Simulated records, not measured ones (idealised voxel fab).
Process module name: voxel transistor to metal
The cross-section shown here is cut; it is 150 nm wide and divided into square cells measuring 5 nm on a side.
Cross-section layout: square cells on a grid; listed as bands, top to bottom; a band spans one or more cell rows. Each band's line starts with the height of the band's top and of its bottom, in nm. Then come its materials from left to right, each with its width in nm. One material with "throughout" fills the band from edge to edge. "blank" is empty space. Zero point of the height axis is 0; under it, received wafer = one material. Lowest band: continues down indefinitely, "0 down". A two-number width, for instance "30..40", indicates that the width is equal to the first number in the top row of the band and to the second number in the bottom row, and that it changes by a constant amount per row of cells. Where the words "everything unchanged" appear for a step, the cross-section shows no cell changed by that step; every cell remained as before. Heads up: "Non-vented voids" only lists the empty pockets with no open path to the top that are 8 cells or more, and it writes them as width x height at distance, distance from the left edge, in nm. Where a step's line continues beyond its settings, the continuation is a remark by the simulator itself on that step. A step's line can hold "overlay nm"; with a mask on that step, the setting says how far right of the planned place the mask lay, while a negative setting says it lay to the left.
[Process steps - plan]
| 1 | RECEIVE with material Si |
| 2 | OXIDIZE with depth nm 5 |
| 3 | CONFORMAL_DEP with material SiN, thk nm 15 |
| 4 | DIRECTIONAL_DEP with material aC, thk nm 10 |
| 5 | PATTERN with tone cover, mask id ACTIVE, material resist, width nm 105, thk nm 25, overlay nm 0 |
| 6 | DIRECTIONAL_ETCH with etch materials aC, depth nm 10 |
| 7 | STRIP with etch materials resist |
| 8 | DIRECTIONAL_ETCH with etch materials SiN, depth nm 15 |
| 9 | DIRECTIONAL_ETCH with etch materials SiO2, depth nm 5 |
| 10 | DIRECTIONAL_ETCH with etch materials Si, depth nm 30 |
| 11 | STRIP with etch materials aC |
| 12 | FILL_DEP with material SiO2, thk nm 10 |
| 13 | CMP with height nm 15 |
| 14 | SELECTIVE_ETCH with etch materials SiO2, depth nm 15 |
| 15 | STRIP with etch materials SiN |
| 16 | SELECTIVE_ETCH with etch materials SiO2, depth nm 5 |
| 17 | OXIDIZE with depth nm 5 |
| 18 | DIRECTIONAL_DEP with material polySi, thk nm 30 |
| 19 | DIRECTIONAL_DEP with material SiCN, thk nm 15 |
| 20 | DIRECTIONAL_DEP with material aC, thk nm 10 |
| 21 | PATTERN with tone cover, mask id GATE, material resist, width nm 25, thk nm 25, overlay nm 0 |
| 22 | DIRECTIONAL_ETCH with etch materials aC, depth nm 10 |
| 23 | STRIP with etch materials resist |
| 24 | DIRECTIONAL_ETCH with etch materials SiCN, depth nm 25 |
| 25 | DIRECTIONAL_ETCH with etch materials polySi, depth nm 40 |
| 26 | STRIP with etch materials aC |
| 27 | CONFORMAL_DEP with material SiN, thk nm 10 |
| 28 | DIRECTIONAL_ETCH with etch materials SiN, depth nm 10 |
| 29 | DIRECTIONAL_ETCH with etch materials SiO2, depth nm 5 |
| 30 | DIRECTIONAL_ETCH with etch materials Si, depth nm 10 |
| 31 | EPI with material pSi, thk nm 10 |
| 32 | FILL_DEP with material SiO2, thk nm 5 |
| 33 | CMP with height nm 25 |
| 34 | STRIP with etch materials polySi |
| 35 | SELECTIVE_ETCH with etch materials SiO2, depth nm 5 |
| 36 | CONFORMAL_DEP with material HfO2, thk nm 5 |
| 37 | CONFORMAL_DEP with material TiN, thk nm 5 |
| 38 | FILL_DEP with material W, thk nm 5 |
| 39 | CMP with height nm 20 |
| 40 | DIRECTIONAL_DEP with material SiO2, thk nm 15 |
| 41 | MASKED_ETCH with tone open, mask id CONTACT, width nm 20, pitch nm 75, etch materials SiO2, depth nm 45, overlay nm 0 |
| 42 | CONFORMAL_DEP with material TiN, thk nm 5 |
| 43 | FILL_DEP with material W, thk nm 5 |
| 44 | CMP with height nm 35 |
| 45 | DIRECTIONAL_DEP with material TiN, thk nm 5 |
| 46 | DIRECTIONAL_DEP with material W, thk nm 20 |
| 47 | MASKED_ETCH with tone cover, mask id METAL_1, width nm 20, pitch nm 75, etch materials W, depth nm 20, overlay nm 0 |
| 48 | MASKED_ETCH with tone cover, mask id METAL_1, width nm 20, pitch nm 75, etch materials TiN, depth nm 5, overlay nm -10 |
| 49 | CONFORMAL_DEP with material SiCN, thk nm 5 |
| 50 | FILL_DEP with material SiO2, thk nm 5 |
| 51 | CMP with height nm 60 |
| 52 | CONFORMAL_DEP with material SiCN, thk nm 5 |
Every wafer here starts from the same state; it is the step 48 overlay nm that distinguishes them, and the value the plan gives belongs to the first wafer.
[So this is the first of several wafers, cross-sectioned as it came to us, meaning it's at the end of step 1]
	0 down  Si throughout
	Non-vented voids: none
[The first of several wafers, seen in cross-section after the module's last step, step 52]
	65 to 60  SiCN throughout
	60 to 45  20 SiO2; 5 SiCN; 20 W; 5 SiCN; 45 SiO2; 5 SiCN; 20 W; 5 SiCN; 25 SiO2
	45 to 40  10 SiO2; 15 SiCN; 20 W; 5 SiCN; 35 SiO2; 15 SiCN; 20 W; 5 SiCN; 25 SiO2
	40 to 35  15 SiCN; 30 TiN; 45 SiCN; 30 TiN; 30 SiCN
	35 to 20  25 SiO2; 5 TiN; 10 W; 5 TiN; 55 SiO2; 5 TiN; 10 W; 5 TiN; 30 SiO2
	20 to 5  25 SiO2; 5 TiN; 10 W; 5 TiN; 5 SiO2; 10 SiN; 5 HfO2; 5 TiN; 5 W; 5 TiN; 5 HfO2; 10 SiN; 5 SiO2; 5 TiN; 10 W; 5 TiN; 30 SiO2
	5 to 0  25 SiO2; 5 TiN; 5 W; 10 TiN; 5 SiO2; 10 SiN; 5 HfO2; 5 TiN; 5 W; 5 TiN; 5 HfO2; 10 SiN; 5 SiO2; 10 TiN; 5 W; 5 TiN; 30 SiO2
	0 to -5  25 SiO2; 5 TiN; 5 W; 5 TiN; 10 pSi; 10 SiN; 5 HfO2; 15 TiN; 5 HfO2; 10 SiN; 10 pSi; 5 TiN; 5 W; 5 TiN; 30 SiO2
	-5 to -10  25 SiO2; 15 TiN; 10 pSi; 5 SiO2; 35 HfO2; 5 SiO2; 10 pSi; 15 TiN; 30 SiO2
	-10 to -20  20 SiO2; 30 pSi; 45 Si; 30 pSi; 25 SiO2
	-20 to -35  20 SiO2; 105 Si; 25 SiO2
	-35 down  Si throughout
	Non-vented voids: none
[Cross-section of the final wafer among several, taken at the end of the module]
	65 to 60  SiCN throughout
	60 to 45  20 SiO2; 5 SiCN; 20 W; 5 SiCN; 45 SiO2; 5 SiCN; 20 W; 5 SiCN; 25 SiO2
	45 to 40  20 SiO2; 5 SiCN; 20 W; 20 SiCN; 30 SiO2; 5 SiCN; 20 W; 20 SiCN; 10 SiO2
	40 to 35  25 SiCN; 35 TiN; 40 SiCN; 35 TiN; 15 SiCN
	35 to 20  25 SiO2; 5 TiN; 10 W; 5 TiN; 55 SiO2; 5 TiN; 10 W; 5 TiN; 30 SiO2
	20 to 5  25 SiO2; 5 TiN; 10 W; 5 TiN; 5 SiO2; 10 SiN; 5 HfO2; 5 TiN; 5 W; 5 TiN; 5 HfO2; 10 SiN; 5 SiO2; 5 TiN; 10 W; 5 TiN; 30 SiO2
	5 to 0  25 SiO2; 5 TiN; 5 W; 10 TiN; 5 SiO2; 10 SiN; 5 HfO2; 5 TiN; 5 W; 5 TiN; 5 HfO2; 10 SiN; 5 SiO2; 10 TiN; 5 W; 5 TiN; 30 SiO2
	0 to -5  25 SiO2; 5 TiN; 5 W; 5 TiN; 10 pSi; 10 SiN; 5 HfO2; 15 TiN; 5 HfO2; 10 SiN; 10 pSi; 5 TiN; 5 W; 5 TiN; 30 SiO2
	-5 to -10  25 SiO2; 15 TiN; 10 pSi; 5 SiO2; 35 HfO2; 5 SiO2; 10 pSi; 15 TiN; 30 SiO2
	-10 to -20  20 SiO2; 30 pSi; 45 Si; 30 pSi; 25 SiO2
	-20 to -35  20 SiO2; 105 Si; 25 SiO2
	-35 down  Si throughout
	Non-vented voids: none
[Gained (+) or lost (-) cells of each material since receipt, then closed voids: one row per wafer, at the end of the module]
overlay nm -10 | +17 HfO2 | -129 Si | +68 SiCN | +20 SiN | +255 SiO2 | +63 TiN | +64 W | +32 pSi | Non-vented voids: none
overlay nm -5 | +17 HfO2 | -129 Si | +68 SiCN | +20 SiN | +257 SiO2 | +61 TiN | +64 W | +32 pSi | Non-vented voids: none
overlay nm 0 | +17 HfO2 | -129 Si | +68 SiCN | +20 SiN | +259 SiO2 | +59 TiN | +64 W | +32 pSi | Non-vented voids: none
overlay nm 5 | +17 HfO2 | -129 Si | +68 SiCN | +20 SiN | +257 SiO2 | +61 TiN | +64 W | +32 pSi | Non-vented voids: none
overlay nm 10 | +17 HfO2 | -129 Si | +68 SiCN | +20 SiN | +255 SiO2 | +63 TiN | +64 W | +32 pSi | Non-vented voids: none
overlay nm 15 | +17 HfO2 | -129 Si | +68 SiCN | +20 SiN | +253 SiO2 | +65 TiN | +64 W | +32 pSi | Non-vented voids: none
